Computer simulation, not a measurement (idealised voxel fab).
A process module follows: voxel fin reveal.
Square cells of 5 nm make up the cross-section cut, whose width is 270 nm.
Cross-section = grid of square cells, listed top down in bands; band = one or more rows. Per band: top height and bottom height in nm, followed by the left-to-right materials and their widths in nm; "edge to edge" marks a single material spanning edge to edge, "empty" marks empty space. Convention: height 0 is the level below which the wafer, as received, is all one material. The lowest band does not terminate at the bottom but continues downward, represented as "top 0, no bottom". Note: "30->40" means the width goes from the first number (top row of the band) to the second number (bottom row) in equal steps per row of cells. Where the words "same as before" appear for a step, the cross-section shows no cell changed by that step; every cell remained as before. "Voids, sealed" - sealed voids, min. 8 cells, no opening to top; format: width x height at distance (distance from left edge; nm throughout). after a step's settings: what the simulator itself notes on the step. "overlay nm" on a masked step: distance the mask lay right of its planned place, negative for left.

The planned process steps are enumerated hereunder:
1) RECEIVE with material Si
2) CONFORMAL_DEP with material SiN, thk nm 10
3) PATTERN with tone cover, mask id FINS, material resist, width nm 15, pitch nm 45, thk nm 20, overlay nm 0
4) DIRECTIONAL_ETCH with etch materials SiN, depth nm 10
5) DIRECTIONAL_ETCH with etch materials Si, depth nm 40
6) STRIP with etch materials resist
7) OXIDIZE with depth nm 5
8) FILL_DEP with material SiO2, thk nm 15
9) CMP with height nm 10
10) SELECTIVE_ETCH with etch materials SiO2, depth nm 40
11) STRIP with etch materials SiN
12) CONFORMAL_DEP with material SiO2, thk nm 5

First of two wafers, with the run carried out as planned:

As-received state of the wafer in cross-section, equivalent to post-step 1:
	top 0, no bottom  Si edge to edge
	Voids, sealed: none

The wafer, seen in cross-section, after step 2:
	top 10, bottom 0  SiN edge to edge
	below 0: unchanged

The wafer, seen in cross-section, after step 3:
	top 30, bottom 10  empty: 105  resist: 15  empty: 30  resist: 15  empty: 105
	below 10: unchanged

The wafer, seen in cross-section, after step 4:
	top 30, bottom 10  empty: 105  resist: 15  empty: 30  resist: 15  empty: 105
	top 10, bottom 0  empty: 105  SiN: 15  empty: 30  SiN: 15  empty: 105
	below 0: unchanged

The wafer, seen in cross-section, after step 5:
	top 30, bottom 10  empty: 105  resist: 15  empty: 30  resist: 15  empty: 105
	top 10, bottom 0  empty: 105  SiN: 15  empty: 30  SiN: 15  empty: 105
	top 0, bottom -40  empty: 105  Si: 15  empty: 30  Si: 15  empty: 105
	below -40: unchanged

The wafer, seen in cross-section, after step 6:
	top 10, bottom 0  empty: 105  SiN: 15  empty: 30  SiN: 15  empty: 105
	below 0: unchanged

The wafer, seen in cross-section, after step 7:
	top 10, bottom 0  empty: 105  SiN: 15  empty: 30  SiN: 15  empty: 105
	top 0, bottom -40  empty: 105  SiO2: 5  Si: 5  SiO2: 5  empty: 30  SiO2: 5  Si: 5  SiO2: 5  empty: 105
	top -40, bottom -45  SiO2: 110  Si: 5  SiO2: 40  Si: 5  SiO2: 110
	below -45: unchanged

The wafer, seen in cross-section, after step 8:
	top 25, bottom 10  SiO2 edge to edge
	top 10, bottom 0  SiO2: 105  SiN: 15  SiO2: 30  SiN: 15  SiO2: 105
	top 0, bottom -45  SiO2: 110  Si: 5  SiO2: 40  Si: 5  SiO2: 110
	below -45: unchanged

The wafer, seen in cross-section, after step 9:
	top 10, bottom 0  SiO2: 105  SiN: 15  SiO2: 30  SiN: 15  SiO2: 105
	below 0: unchanged

The wafer, seen in cross-section, after step 10:
	top 10, bottom 0  empty: 105  SiN: 15  empty: 30  SiN: 15  empty: 105
	top 0, bottom -30  empty: 110  Si: 5  empty: 40  Si: 5  empty: 110
	below -30: unchanged

The wafer, seen in cross-section, after step 11:
	top 0, bottom -30  empty: 110  Si: 5  empty: 40  Si: 5  empty: 110
	below -30: unchanged

The wafer, seen in cross-section, after step 12:
	top 5, bottom 0  empty: 105  SiO2: 15  empty: 30  SiO2: 15  empty: 105
	top 0, bottom -25  empty: 105  SiO2: 5  Si: 5  SiO2: 5  empty: 30  SiO2: 5  Si: 5  SiO2: 5  empty: 105
	top -25, bottom -45  SiO2: 110  Si: 5  SiO2: 40  Si: 5  SiO2: 110
	below -45: unchanged

The second wafer began exactly as the first did and followed the same plan, but one mistake was made while running it; through step 10 inclusive, the two wafers are identical:

Second wafer, sectioned view, at step 11's planned end time:
	top 10, bottom 0  empty: 105  SiN: 15  empty: 30  SiN: 15  empty: 105
	top 0, bottom -45  empty: 110  Si: 5  empty: 40  Si: 5  empty: 110
	below -45: unchanged

Second wafer, sectioned view, at step 12's planned end time:
	top 15, bottom 10  empty: 100  SiO2: 25  empty: 20  SiO2: 25  empty: 100
	top 10, bottom 0  empty: 100  SiO2: 5  SiN: 15  SiO2: 5  empty: 20  SiO2: 5  SiN: 15  SiO2: 5  empty: 100
	top 0, bottom -5  empty: 100  SiO2: 10  Si: 5  SiO2: 10  empty: 20  SiO2: 10  Si: 5  SiO2: 10  empty: 100
	top -5, bottom -40  empty: 105  SiO2: 5  Si: 5  SiO2: 5  empty: 30  SiO2: 5  Si: 5  SiO2: 5  empty: 105
	top -40, bottom -45  SiO2: 110  Si: 5  SiO2: 40  Si: 5  SiO2: 110
	below -45: unchanged
Here's what went sideways: step 11 changed vs plan, executed as STRIP with etch materials SiO2
The closing comparison, in cells, has the second wafer with more or fewer of some materials than the first: SiN +12 | SiO2 -128
